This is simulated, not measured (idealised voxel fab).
The document below concerns the process module designated voxel wiring stack.
Section shown: cut. Width: 210 nm. Cell size: 5 nm, square.
Square cells in a grid make up a cross-section in this document, and the grid is given as bands, listed from the top down, each one or more rows of cells.
Quick guide to a band line: top height, bottom height (nm) up front; then every material left to right with its width in nm. Only one material and it's marked "all across"? Then it fills the band edge to edge. And "blank" just means empty space.
Heads up on the height convention: 0 is the point under which the incoming wafer is all one material, and the lowest band has no bottom, it just keeps going down, like "0 -> down".
The width entry "30..40" should be interpreted row by row: the top row of cells in the band takes the first number, the bottom row takes the second number, and the change between adjacent rows is uniform throughout.
The cross-section has no changed cell in any step marked "nothing altered".
Listed in "Enclosed void list": every empty space of 8 or more cells without an open way to the top. Form: width x height at distance, the distance being from the left edge, all in nm.
Past the settings on a step's line: simulator remark, on that step.
"overlay nm" on a masked step: distance the mask lay right of its planned place, negative for left.
These are the steps we planned for the process
1. RECEIVE, material Si
2. CONFORMAL_DEP, material SiO2, thk nm 15
3. CONFORMAL_DEP, material SiCN, thk nm 5
4. DIRECTIONAL_DEP, material SiO2, thk nm 25
5. PATTERN, tone open, mask id METAL_1, material resist, width nm 20, pitch nm 35, thk nm 20, overlay nm 0
6. DIRECTIONAL_ETCH, etch materials SiO2, depth nm 25
7. DIRECTIONAL_ETCH, etch materials SiCN, depth nm 5
8. STRIP, etch materials resist
9. CONFORMAL_DEP, material TiN, thk nm 5
10. FILL_DEP, material Cu, thk nm 5
11. CMP, height nm 45
12. CONFORMAL_DEP, material SiCN, thk nm 5
13. DIRECTIONAL_DEP, material SiO2, thk nm 30
14. DIRECTIONAL_DEP, material aC, thk nm 10
15. PATTERN, tone open, mask id METAL_2_HOLES, material resist, width nm 15, pitch nm 35, thk nm 25, overlay nm 0
16. DIRECTIONAL_ETCH, etch materials aC, depth nm 10
17. STRIP, etch materials resist
18. DIRECTIONAL_ETCH, etch materials SiO2, depth nm 30
19. STRIP, etch materials aC
20. DIRECTIONAL_DEP, material aC, thk nm 15
21. PATTERN, tone open, mask id METAL_2, material resist, width nm 20, pitch nm 35, thk nm 30, overlay nm 0
22. DIRECTIONAL_ETCH, etch materials aC, depth nm 15
23. STRIP, etch materials resist
24. DIRECTIONAL_ETCH, etch materials SiO2, depth nm 20
25. DIRECTIONAL_ETCH, etch materials SiCN, depth nm 5
26. STRIP, etch materials aC
27. CONFORMAL_DEP, material TiN, thk nm 5
28. FILL_DEP, material Cu, thk nm 10
29. CMP, height nm 80
30. CONFORMAL_DEP, material SiCN, thk nm 5
31. DIRECTIONAL_DEP, material SiO2, thk nm 30
32. MASKED_ETCH, tone open, mask id METAL_3_HOLES, width nm 15, pitch nm 70, etch materials SiO2, depth nm 30, overlay nm 0
33. DIRECTIONAL_DEP, material aC, thk nm 15
34. PATTERN, tone open, mask id METAL_3, material resist, width nm 20, pitch nm 35, thk nm 35, overlay nm 0
35. DIRECTIONAL_ETCH, etch materials aC, depth nm 15
36. STRIP, etch materials resist
37. DIRECTIONAL_ETCH, etch materials SiO2, depth nm 20
38. DIRECTIONAL_ETCH, etch materials SiCN, depth nm 5
39. STRIP, etch materials aC
40. CONFORMAL_DEP, material TiN, thk nm 5
41. FILL_DEP, material Cu, thk nm 5
42. CMP, height nm 115
43. CONFORMAL_DEP, material SiCN, thk nm 5
Wafer as received: cross-section following step 1
    0 -> down | Si all across
    Enclosed void list: none
End-of-module XS, first of two wafers, run as planned
    120 -> 115 | SiCN all across
    115 -> 100 | SiO2 40  TiN 5  Cu 10  TiN 5  SiO2 15  TiN 5  Cu 10  TiN 5  SiO2 15  TiN 5  Cu 10  TiN 5  SiO2 15  TiN 5  Cu 10  TiN 5  SiO2 45
    100 -> 95 | SiO2 40  TiN 5  Cu 5  TiN 10  SiO2 15  TiN 20  SiO2 15  TiN 5  Cu 5  TiN 10  SiO2 15  TiN 20  SiO2 45
    95 -> 85 | SiO2 40  TiN 5  Cu 5  TiN 5  SiO2 55  TiN 5  Cu 5  TiN 5  SiO2 85
    85 -> 80 | SiCN 40  TiN 15  SiCN 55  TiN 15  SiCN 85
    80 -> 65 | SiO2 40  TiN 5  Cu 10  TiN 5  SiO2 15  TiN 5  Cu 10  TiN 5  SiO2 15  TiN 5  Cu 10  TiN 5  SiO2 15  TiN 5  Cu 10  TiN 5  SiO2 45
    65 -> 60 | SiO2 40  TiN 5  Cu 5  TiN 10  SiO2 15  TiN 5  Cu 5  TiN 10  SiO2 15  TiN 5  Cu 5  TiN 10  SiO2 15  TiN 5  Cu 5  TiN 10  SiO2 45
    60 -> 50 | SiO2 40  TiN 5  Cu 5  TiN 5  SiO2 20  TiN 5  Cu 5  TiN 5  SiO2 20  TiN 5  Cu 5  TiN 5  SiO2 20  TiN 5  Cu 5  TiN 5  SiO2 50
    50 -> 45 | SiCN 40  TiN 15  SiCN 20  TiN 15  SiCN 20  TiN 15  SiCN 20  TiN 15  SiCN 50
    45 -> 20 | SiO2 40  TiN 5  Cu 10  TiN 5  SiO2 15  TiN 5  Cu 10  TiN 5  SiO2 15  TiN 5  Cu 10  TiN 5  SiO2 15  TiN 5  Cu 10  TiN 5  SiO2 45
    20 -> 15 | SiCN 40  TiN 20  SiCN 15  TiN 20  SiCN 15  TiN 20  SiCN 15  TiN 20  SiCN 45
    15 -> 0 | SiO2 all across
    0 -> down | Si all across
    Enclosed void list: none
Wafer two, sectioned after the module: the first wafer's start, the first wafer's plan, and one mistake in how it was run
    120 -> 115 | SiCN all across
    115 -> 100 | SiO2 40  TiN 5  Cu 15  TiN 5  SiO2 15  TiN 5  Cu 10  TiN 5  SiO2 10  TiN 5  Cu 15  TiN 5  SiO2 15  TiN 5  Cu 10  TiN 5  SiO2 40
    100 -> 95 | SiO2 40  TiN 5  Cu 5  TiN 15  SiO2 15  TiN 20  SiO2 10  TiN 5  Cu 5  TiN 15  SiO2 15  TiN 20  SiO2 40
    95 -> 90 | SiO2 40  TiN 5  Cu 5  TiN 5  SiO2 55  TiN 5  Cu 5  TiN 5  SiO2 85
    90 -> 85 | SiO2 40  TiN 15  SiO2 55  TiN 15  SiO2 85
    85 -> 80 | SiCN 45  TiN 10  SiCN 60  TiN 10  SiCN 85
    80 -> 65 | SiO2 40  TiN 5  Cu 10  TiN 5  SiO2 15  TiN 5  Cu 10  TiN 5  SiO2 15  TiN 5  Cu 10  TiN 5  SiO2 15  TiN 5  Cu 10  TiN 5  SiO2 45
    65 -> 60 | SiO2 40  TiN 5  Cu 5  TiN 10  SiO2 15  TiN 5  Cu 5  TiN 10  SiO2 15  TiN 5  Cu 5  TiN 10  SiO2 15  TiN 5  Cu 5  TiN 10  SiO2 45
    60 -> 50 | SiO2 40  TiN 5  Cu 5  TiN 5  SiO2 20  TiN 5  Cu 5  TiN 5  SiO2 20  TiN 5  Cu 5  TiN 5  SiO2 20  TiN 5  Cu 5  TiN 5  SiO2 50
    50 -> 45 | SiCN 40  TiN 15  SiCN 20  TiN 15  SiCN 20  TiN 15  SiCN 20  TiN 15  SiCN 50
    45 -> 20 | SiO2 40  TiN 5  Cu 10  TiN 5  SiO2 15  TiN 5  Cu 10  TiN 5  SiO2 15  TiN 5  Cu 10  TiN 5  SiO2 15  TiN 5  Cu 10  TiN 5  SiO2 45
    20 -> 15 | SiCN 40  TiN 20  SiCN 15  TiN 20  SiCN 15  TiN 20  SiCN 15  TiN 20  SiCN 45
    15 -> 0 | SiO2 all across
    0 -> down | Si all across
    Enclosed void list: none
So what did we get wrong on this run? the process deviated at step 34: the operation and settings actually run there were PATTERN, tone open, mask id METAL_3, material resist, width nm 20, pitch nm 35, thk nm 35, overlay nm 5
It is noted that, at the conclusion of processing, the second wafer exhibits a higher or lower cell count for certain materials relative to the first: 4 more of Cu; 2 more of SiCN; 8 fewer of SiO2; 2 more of TiN
